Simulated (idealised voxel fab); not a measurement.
Herein follows the process module entitled voxel tone inversion.
Square cells of 5 nm make up the cross-section cut, whose width is 220 nm.
Just so we're on the same page, the cross-sections are grids of square cells, and they're listed out in bands top to bottom, each band one or more rows deep.
For a band, the entry starts with two heights in nm, that of the top and then that of the bottom, and carries on with the band's materials in order from left to right, each alongside its width in nm; the word "full width" beside a single material means it fills the band edge to edge, and "air" means empty space.
Measure heights from 0. That's the level where, below it, the as-received wafer is all one material. The lowest band is bottomless and extends downward; write it as in "0 -> down".
Think of "30->40" as a width that walks from the first number to the second as you go down the band, top row to bottom row, taking equal-sized steps from row to row.
What does "no alteration" mean for a step? It means no cell of the cross-section changed in that step.
Entry "Closed voids list". Content: empty spaces with no open connection to the top, size 8 cells or greater. Each: width x height at distance. Distance: from left edge. Unit: nm.
after a step's settings: what the simulator itself notes on the step
The "overlay nm" setting may appear on a step's line; for a step that uses a mask, it gives how far to the right of its planned position the mask lay, and a negative value indicates the left.
### So here's the lineup of process steps we planned
1) RECEIVE, material Si
2) CONFORMAL_DEP, material SiCN, thk nm 10
3) DIRECTIONAL_DEP, material aC, thk nm 15
4) PATTERN, tone cover, mask id POSTS, material resist, width nm 25, pitch nm 55, thk nm 25, overlay nm 0
5) DIRECTIONAL_ETCH, etch materials aC, depth nm 15
6) STRIP, etch materials resist
7) FILL_DEP, material lowk, thk nm 5
8) CMP, height nm 25
9) STRIP, etch materials aC
10) CONFORMAL_DEP, material TiN, thk nm 5
11) FILL_DEP, material Ru, thk nm 10
12) CMP, height nm 25
13) CONFORMAL_DEP, material SiN, thk nm 5
### This is the cross-section of the wafer as we received it, i.e. after step 1
* 0 -> down | Si full width
* Closed voids list: none
### Wafer cross-section at module end: first of two, run to plan
* 30 -> 25 | SiN full width
* 25 -> 15 | 40 of lowk, then 5 of TiN, then 15 of Ru, then 5 of TiN, then 30 of lowk, then 5 of TiN, then 15 of Ru, then 5 of TiN, then 30 of lowk, then 5 of TiN, then 15 of Ru, then 5 of TiN, then 45 of lowk
* 15 -> 10 | 40 of lowk, then 25 of TiN, then 30 of lowk, then 25 of TiN, then 30 of lowk, then 25 of TiN, then 45 of lowk
* 10 -> 0 | SiCN full width
* 0 -> down | Si full width
* Closed voids list: none
### Now the second wafer, cross-sectioned at the end of the module. Nothing different at the start, nothing different in the plan compared with the first, just one mistake when it was actually run
* 45 -> 40 | SiN full width
* 40 -> 30 | Ru full width
* 30 -> 25 | 45 of TiN, then 15 of Ru, then 40 of TiN, then 15 of Ru, then 40 of TiN, then 15 of Ru, then 50 of TiN
* 25 -> 15 | 40 of lowk, then 5 of TiN, then 15 of Ru, then 5 of TiN, then 30 of lowk, then 5 of TiN, then 15 of Ru, then 5 of TiN, then 30 of lowk, then 5 of TiN, then 15 of Ru, then 5 of TiN, then 45 of lowk
* 15 -> 10 | 40 of lowk, then 25 of TiN, then 30 of lowk, then 25 of TiN, then 30 of lowk, then 25 of TiN, then 45 of lowk
* 10 -> 0 | SiCN full width
* 0 -> down | Si full width
* Closed voids list: none
Short version of what went wrong: step 12 of the plan was omitted and not executed
at the end the second wafer has, in cells: Ru: 97 more | TiN: 35 more
